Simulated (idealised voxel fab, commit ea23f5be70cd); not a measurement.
Title: Process Module voxel fin reveal
Square cell edge 5 nm, section width 275 nm, ID cut.
Square cells in a grid make up a cross-section in this document, and the grid is given as bands, listed from the top down, each one or more rows of cells.
Look at the band entry: it leads with the top's height and the bottom's height in nm. Then it lists the materials left to right, with a width in nm for each. The word "full width" on a single material says that material fills the band edge to edge. The word "empty" is empty space.
All heights in this document are referenced to 0, defined as the level beneath which the wafer, as received, consists entirely of one material. The lowest band is not bounded below; it extends indefinitely downward and is written in the form "0 and below".
A width such as "30..40" changes by the same amount from each row of cells to the next, from the band's top row to its bottom row.
What does "no change occurred" mean for a step? It means no cell of the cross-section changed in that step.
This entry, "Internal closed voids", enumerates those empty regions of no fewer than 8 cells that possess no open connection to the top. Each region is reported in the form width x height at distance, the distance being taken from the left edge, with all three quantities expressed in nm.
Heads up: the bit after the settings on a step's line is the simulator's remark on that step.
overlay nm: mask right of planned place by this much (step with mask). Neg. = left.
# Steps in the process plan
- 1: RECEIVE | material Si
- 2: CONFORMAL_DEP | material SiN | thk nm 5
- 3: MASKED_ETCH | tone cover | mask id FINS | width nm 15 | pitch nm 35 | etch materials SiN | depth nm 5 | overlay nm 0
- 4: MASKED_ETCH | tone cover | mask id FINS | width nm 15 | pitch nm 35 | etch materials Si | depth nm 40 | overlay nm 0
- 5: OXIDIZE | depth nm 5
- 6: FILL_DEP | material SiO2 | thk nm 15
- 7: CMP | height nm 5
- 8: SELECTIVE_ETCH | etch materials SiO2 | depth nm 20
- 9: STRIP | etch materials SiN
# Wafer at receipt (post step 1), cross-section
    0 and below = Si full width
    Internal closed voids: none
# End-of-module cross-section. Starting structure and process plan as above; one mistake made in running it
    -5 down to -15 = 80 of empty, then 5 of Si, then 30 of empty, then 5 of Si, then 30 of empty, then 5 of Si, then 30 of empty, then 5 of Si, then 85 of empty
    -15 down to -45 = 80 of SiO2, then 5 of Si, then 30 of SiO2, then 5 of Si, then 30 of SiO2, then 5 of Si, then 30 of SiO2, then 5 of Si, then 85 of SiO2
    -45 and below = Si full width
    Internal closed voids: none
Nonconformance to the process plan: heads up, step 2 of the plan was skipped and never actually ran
